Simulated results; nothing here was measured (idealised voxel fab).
Documented hereafter: the process module known as voxel ribs on slabs.
Cross-section cut: width 150 nm, square cells of 5 nm.
This document writes a cross-section as a grid whose cells are square, and gives it as bands, listed from the top down; one or more rows of cells form a band.
What a band's entry tells you: where the top is and where the bottom is, as heights in nm, and after that what lies inside, material by material from left to right, each with its width in nm. Empty space is written as the word "empty", and a single material marked with the word "edge to edge" occupies the band from edge to edge.
The reference from which all heights are counted is 0, the level beneath which the as-received wafer is entirely one material; the lowest band, having no lower bound, proceeds downward and is written after the example "top 0, no bottom".
A width given as "30..40" starts at the first number in the band's top row and ends at the second number in its bottom row, shifting by an equal amount at every step from row to row.
"nothing different" -> step changed no cross-section cell.
"Voids, fully enclosed": empty spaces of 8 cells or more with no open way to the top, each given as width x height at distance, distance from the left edge, all in nm.
What comes after the settings on a step's line is commentary from the simulator itself on that step.
A step's line can hold "overlay nm"; with a mask on that step, the setting says how far right of the planned place the mask lay, while a negative setting says it lay to the left.
Steps in the process plan:
1) RECEIVE [material Si]
2) DIRECTIONAL_DEP [material SiO2] [thk nm 20]
3) DIRECTIONAL_DEP [material polySi] [thk nm 25]
4) MASKED_ETCH [tone cover] [mask id RIB] [width nm 20] [etch materials polySi] [depth nm 15] [overlay nm 0]
5) DIRECTIONAL_DEP [material aC] [thk nm 15]
6) PATTERN [tone cover] [mask id SLAB] [material resist] [width nm 50] [thk nm 30] [overlay nm 0]
7) DIRECTIONAL_ETCH [etch materials aC] [depth nm 15]
8) STRIP [etch materials resist]
9) DIRECTIONAL_ETCH [etch materials polySi] [depth nm 10]
10) STRIP [etch materials aC]
11) FILL_DEP [material SiO2] [thk nm 15]
12) CMP [height nm 55]
13) DIRECTIONAL_DEP [material W] [thk nm 5]
14) DIRECTIONAL_DEP [material aC] [thk nm 15]
15) PATTERN [tone cover] [mask id HEATER] [material resist] [width nm 30] [thk nm 30] [overlay nm 0]
16) DIRECTIONAL_ETCH [etch materials aC] [depth nm 15]
17) STRIP [etch materials resist]
18) DIRECTIONAL_ETCH [etch materials W] [depth nm 5]
19) STRIP [etch materials aC]
20) CONFORMAL_DEP [material SiO2] [thk nm 10]
As-received wafer cross-section (after step 1):
top 0, no bottom: Si edge to edge
Voids, fully enclosed: none
Module complete, cross-section. Starting point and plan per above. One mistake made in running the module:
top 70, bottom 65: 50 of empty, 50 of SiO2, 50 of empty
top 65, bottom 60: SiO2 edge to edge
top 60, bottom 55: 60 of SiO2, 30 of W, 60 of SiO2
top 55, bottom 45: SiO2 edge to edge
top 45, bottom 30: 60 of SiO2, 30 of polySi, 60 of SiO2
top 30, bottom 20: 50 of SiO2, 50 of polySi, 50 of SiO2
top 20, bottom 0: SiO2 edge to edge
top 0, no bottom: Si edge to edge
Voids, fully enclosed: none
Finding, execution versus plan: step 4, actual vs plan mismatch, actual run MASKED_ETCH [tone cover] [mask id RIB] [width nm 30] [etch materials polySi] [depth nm 15] [overlay nm 0]
